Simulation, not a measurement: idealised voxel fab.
Process module in this document: voxel wiring stack
Square cells of 5 nm make up the cross-section cut, whose width is 290 nm.
Think of the cross-section as a grid of square cells. We describe it in bands, top to bottom, and each band covers one or more rows of those cells. Read a band's entry like this: the first values are the height of its top and the height of its bottom in nm, and what follows is the sequence of materials from left to right, each with its width in nm. Note that "air" is empty space, and that a single material marked "everywhere" reaches across the band from edge to edge. We count height from 0. Below that, the starting wafer is all one material. The lowest band never ends at the bottom but goes on down; see "0 -> down" for how that is written. Per-row width for "30 to 40": begins at first number (top row of band), ends at second number (bottom row), increment between rows held constant. Step marked "identical to before"? Then no cell in the cross-section changed in it. Each empty space that has no open way to the top and spans at least 8 cells appears under "Closed void register" as width x height at distance, the distance counted from the left edge, all in nm. The remark found on a step's line after its settings is issued by the simulator itself and pertains to that step. You can add "overlay nm" to a step's line. For a step with a mask, it describes how far the mask lay to the right of its planned position, and a negative number describes a lay to the left.

# Steps in the process plan
1. RECEIVE (material Si)
2. CONFORMAL_DEP (material SiO2; thk nm 15)
3. DIRECTIONAL_DEP (material TiN; thk nm 5)
4. DIRECTIONAL_DEP (material Ru; thk nm 25)
5. DIRECTIONAL_DEP (material aC; thk nm 10)
6. PATTERN (tone cover; mask id METAL_1; material resist; width nm 25; pitch nm 40; thk nm 30; overlay nm 0)
7. DIRECTIONAL_ETCH (etch materials aC; depth nm 10)
8. STRIP (etch materials resist)
9. DIRECTIONAL_ETCH (etch materials Ru; depth nm 25)
10. DIRECTIONAL_ETCH (etch materials TiN; depth nm 5)
11. STRIP (etch materials aC)
12. FILL_DEP (material lowk; thk nm 10)
13. CMP (height nm 45)
14. CONFORMAL_DEP (material SiCN; thk nm 5)
15. DIRECTIONAL_DEP (material SiO2; thk nm 20)
16. PATTERN (tone open; mask id PLUG_1; material resist; width nm 15; pitch nm 40; thk nm 20; overlay nm 0)
17. DIRECTIONAL_ETCH (etch materials SiO2; depth nm 20)
18. DIRECTIONAL_ETCH (etch materials SiCN; depth nm 5)
19. STRIP (etch materials resist)
20. EPI (material Ru; thk nm 10)
21. EPI (material Ru; thk nm 10)
22. EPI (material Ru; thk nm 5)
23. DIRECTIONAL_DEP (material TiN; thk nm 5)
24. DIRECTIONAL_DEP (material Ru; thk nm 20)
25. DIRECTIONAL_DEP (material aC; thk nm 15)
26. PATTERN (tone cover; mask id METAL_2; material resist; width nm 25; pitch nm 40; thk nm 30; overlay nm 0)
27. DIRECTIONAL_ETCH (etch materials aC; depth nm 15)
28. STRIP (etch materials resist)
29. DIRECTIONAL_ETCH (etch materials Ru; depth nm 20)
30. DIRECTIONAL_ETCH (etch materials TiN; depth nm 5)
31. STRIP (etch materials aC)
32. FILL_DEP (material lowk; thk nm 10)
33. CMP (height nm 95)
34. CONFORMAL_DEP (material SiCN; thk nm 5)
35. DIRECTIONAL_DEP (material SiO2; thk nm 30)
36. DIRECTIONAL_DEP (material aC; thk nm 10)
37. PATTERN (tone open; mask id METAL_3; material resist; width nm 25; pitch nm 40; thk nm 25; overlay nm 0)
38. DIRECTIONAL_ETCH (etch materials aC; depth nm 10)
39. STRIP (etch materials resist)
40. DIRECTIONAL_ETCH (etch materials SiO2; depth nm 15)
41. STRIP (etch materials aC)
42. PATTERN (tone open; mask id METAL_3_HOLES; material resist; width nm 15; thk nm 15; overlay nm 0)
43. DIRECTIONAL_ETCH (etch materials SiO2; depth nm 15)
44. DIRECTIONAL_ETCH (etch materials SiCN; depth nm 5)
45. STRIP (etch materials resist)
46. CONFORMAL_DEP (material TiN; thk nm 5)
47. FILL_DEP (material Cu; thk nm 5)
48. CMP (height nm 130)
49. CONFORMAL_DEP (material SiCN; thk nm 5)
50. DIRECTIONAL_DEP (material SiO2; thk nm 25)
51. MASKED_ETCH (tone open; mask id METAL_4_HOLES; width nm 15; pitch nm 40; etch materials SiO2; depth nm 25; overlay nm 0)
52. PATTERN (tone open; mask id METAL_4; material resist; width nm 25; pitch nm 40; thk nm 20; overlay nm 0)
53. DIRECTIONAL_ETCH (etch materials SiO2; depth nm 15)
54. DIRECTIONAL_ETCH (etch materials SiCN; depth nm 5)
55. STRIP (etch materials resist)
56. CONFORMAL_DEP (material TiN; thk nm 5)
57. FILL_DEP (material Cu; thk nm 5)
58. CMP (height nm 160)
59. CONFORMAL_DEP (material SiCN; thk nm 5)

# As-received state of the wafer in cross-section, equivalent to post-step 1
	0 -> down | Si everywhere
	Closed void register: none

# End-of-module cross-section. Starting structure and process plan as above; one mistake made in running it
	165 -> 160 | SiCN everywhere
	160 -> 155 | Cu everywhere
	155 -> 150 | 115 of TiN  15 of Cu  25 of TiN  15 of Cu  120 of TiN
	150 -> 140 | 110 of SiO2  5 of TiN  15 of Cu  5 of TiN  15 of SiO2  5 of TiN  15 of Cu  5 of TiN  115 of SiO2
	140 -> 135 | 110 of SiO2  5 of TiN  5 of Cu  15 of TiN  15 of SiO2  5 of TiN  5 of Cu  15 of TiN  115 of SiO2
	135 -> 125 | 110 of SiO2  5 of TiN  5 of Cu  5 of TiN  25 of SiO2  5 of TiN  5 of Cu  5 of TiN  125 of SiO2
	125 -> 120 | 110 of SiCN  15 of TiN  25 of SiCN  15 of TiN  125 of SiCN
	120 -> 115 | 110 of SiO2  5 of TiN  5 of Cu  15 of TiN  15 of SiO2  25 of TiN  115 of SiO2
	115 -> 100 | 110 of SiO2  5 of TiN  5 of Cu  5 of TiN  165 of SiO2
	100 -> 95 | 110 of SiCN  15 of TiN  165 of SiCN
	95 -> 75 | 110 of lowk  25 of Ru  15 of lowk  25 of Ru  115 of lowk
	75 -> 70 | 110 of lowk  25 of TiN  15 of lowk  25 of TiN  115 of lowk
	70 -> 50 | 110 of SiO2  15 of Ru  25 of SiO2  15 of Ru  125 of SiO2
	50 -> 45 | 110 of SiCN  15 of Ru  25 of SiCN  15 of Ru  125 of SiCN
	45 -> 20 | 110 of lowk  25 of Ru  15 of lowk  25 of Ru  115 of lowk
	20 -> 15 | 110 of lowk  25 of TiN  15 of lowk  25 of TiN  115 of lowk
	15 -> 0 | SiO2 everywhere
	0 -> down | Si everywhere
	Closed void register: none
Deviation from plan: step 48 deviated from plan and actually ran as CMP (height nm 120)
